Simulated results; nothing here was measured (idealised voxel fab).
Presented below is a process module, voxel self aligned contacts.
The width of the displayed cross-section, cut, is 185 nm; its cells are square, with a size of 5 nm.
For the purposes of this document, a cross-section shall be understood as a grid of square cells, specified as bands listed in top-to-bottom order, each band consisting of one or more rows of cells.
Heads up on the band format: heights come first, top then bottom, in nm. After that it's the materials left to right, each with its width in nm. A single material flagged "full width" fills the whole band edge to edge, and "blank" means there's empty space there.
Below 0: as-received wafer, all one material; heights counted from there. Lowest band: no bottom, goes on down, written "from 0 down".
Width "30..40": first value at the band's top row of cells, second value at its bottom row, equal change from row to row.
A step reported as "nothing was modified" is a step in which no cell of the cross-section changed.
"Enclosed internal voids" contains a list of empty spaces, each no smaller than 8 cells and without an open way to the top, written in the form width x height at distance with the distance from the left edge and all three in nm.
Text after the settings on a step's line: the simulator's own remark on that step.
The "overlay nm" setting may appear on a step's line; for a step that uses a mask, it gives how far to the right of its planned position the mask lay, and a negative value indicates the left.
### Planned process steps
1: RECEIVE [material Si]
2: CONFORMAL_DEP [material SiO2] [thk nm 5]
3: DIRECTIONAL_DEP [material polySi] [thk nm 20]
4: DIRECTIONAL_DEP [material SiN] [thk nm 20]
5: PATTERN [tone cover] [mask id GATE] [material resist] [width nm 25] [pitch nm 60] [thk nm 15] [overlay nm 0]
6: DIRECTIONAL_ETCH [etch materials SiN] [depth nm 20]
7: DIRECTIONAL_ETCH [etch materials polySi] [depth nm 20]
8: STRIP [etch materials resist]
9: CONFORMAL_DEP [material SiN] [thk nm 5]
10: DIRECTIONAL_ETCH [etch materials SiN] [depth nm 5]
11: FILL_DEP [material SiO2] [thk nm 15]
12: CMP [height nm 50]
13: PATTERN [tone open] [mask id CONTACT] [material resist] [width nm 45] [thk nm 15] [overlay nm 0]
14: DIRECTIONAL_ETCH [etch materials SiO2] [depth nm 50]
15: STRIP [etch materials resist]
16: CONFORMAL_DEP [material TiN] [thk nm 5]
17: FILL_DEP [material Ru] [thk nm 5]
18: CMP [height nm 50]
19: CONFORMAL_DEP [material SiN] [thk nm 5]
### This is the cross-section of the wafer as we received it, i.e. after step 1
	from 0 down = Si full width
	Enclosed internal voids: none
### First of two wafers, end-of-module section, run followed plan
	from 55 to 50 = SiN full width
	from 50 to 45 = SiO2 70  TiN 15  Ru 15  TiN 15  SiO2 70
	from 45 to 25 = SiO2 45  SiN 35  TiN 5  Ru 15  TiN 5  SiN 35  SiO2 45
	from 25 to 5 = SiO2 45  SiN 5  polySi 25  SiN 5  TiN 5  Ru 15  TiN 5  SiN 5  polySi 25  SiN 5  SiO2 45
	from 5 to 0 = SiO2 80  TiN 25  SiO2 80
	from 0 down = Si full width
	Enclosed internal voids: none
### Second of two wafers, module complete, sectioned: it shares the first wafer's start and plan but was run with one mistake
	from 55 to 50 = SiN full width
	from 50 to 45 = SiO2 70  TiN 10  Ru 15  TiN 20  SiO2 70
	from 45 to 25 = SiO2 40  SiN 35  TiN 5  Ru 15  TiN 5  SiN 35  SiO2 50
	from 25 to 5 = SiO2 40  SiN 5  polySi 25  SiN 5  TiN 5  Ru 15  TiN 5  SiN 5  polySi 25  SiN 5  SiO2 50
	from 5 to 0 = SiO2 75  TiN 25  SiO2 85
	from 0 down = Si full width
	Enclosed internal voids: none
The mistake made against the process plan was this: step 5 was run on a setting that differed from the plan, and what really ran there is PATTERN [tone cover] [mask id GATE] [material resist] [width nm 25] [pitch nm 60] [thk nm 15] [overlay nm -5]
at the end the second wafer has, in cells: as many of each material as the first, in other places
